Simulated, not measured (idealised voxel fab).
The process module that follows is named voxel spacer lines.
It is cross-section cut that appears here, measuring 250 nm in width, its square cells being 5 nm in size.
A cross-section in this document is a grid of square cells, and it is written down as bands, the top band listed before the ones below it; a band is made up of one or more rows of cells. Band entry format. Leading values: height of top, height of bottom, nm. Remainder: materials in left-to-right order, each with its width in nm. Special words: "throughout" on a single material, which then fills the band edge to edge; "air", empty space. Counting heights begins at 0, where everything beneath is, in the wafer as received, one material. The lowest band has no bottom; it goes on downwards, as "top 0, no bottom" shows. The width entry "30..40" should be interpreted row by row: the top row of cells in the band takes the first number, the bottom row takes the second number, and the change between adjacent rows is uniform throughout. Take "identical to before" at face value: in the step it is given for, the cross-section changed in none of its cells. You'll see "Closed empty spaces" listing empty spaces that have no way open to the top, as long as they're 8 cells or more; the notation is width x height at distance, where the distance is from the left edge, and all of it is in nm. Formally, on a step line, whatever follows the settings is a remark that the simulator itself makes on the step. Regarding "overlay nm": on a step with a mask, it is the distance the mask lay to the right of its planned place; a negative value places it to the left.
Steps planned for the process:
| 1 | op RECEIVE | material Si |
| 2 | op CONFORMAL_DEP | material Al2O3 | thk nm 10 |
| 3 | op DIRECTIONAL_DEP | material polySi | thk nm 15 |
| 4 | op DIRECTIONAL_DEP | material aC | thk nm 30 |
| 5 | op PATTERN | tone cover | mask id MANDREL | material resist | width nm 20 | pitch nm 70 | thk nm 40 | overlay nm 0 |
| 6 | op DIRECTIONAL_ETCH | etch materials aC | depth nm 30 |
| 7 | op STRIP | etch materials resist |
| 8 | op CONFORMAL_DEP | material SiN | thk nm 15 |
| 9 | op DIRECTIONAL_ETCH | etch materials SiN | depth nm 15 |
| 10 | op STRIP | etch materials aC |
| 11 | op DIRECTIONAL_ETCH | etch materials polySi | depth nm 15 |
| 12 | op STRIP | etch materials SiN |
| 13 | op FILL_DEP | material SiO2 | thk nm 5 |
| 14 | op CMP | height nm 25 |
Here's what the wafer looked like in cross-section when it arrived - that's after step 1:
- top 0, no bottom = Si throughout
- Closed empty spaces: none
Starting wafer: above. Plan: above. Run: one mistake. Cross-section after the module: below:
- top 25, bottom 20 = SiO2 throughout
- top 20, bottom 5 = 65 of SiO2 / 15 of polySi / 20 of SiO2 / 15 of polySi / 20 of SiO2 / 15 of polySi / 20 of SiO2 / 15 of polySi / 65 of SiO2
- top 5, bottom 0 = Al2O3 throughout
- top 0, no bottom = Si throughout
- Closed empty spaces: none
Deviation from plan: so step 2 ended up running with a different setting than we planned, it ran as op CONFORMAL_DEP | material Al2O3 | thk nm 5
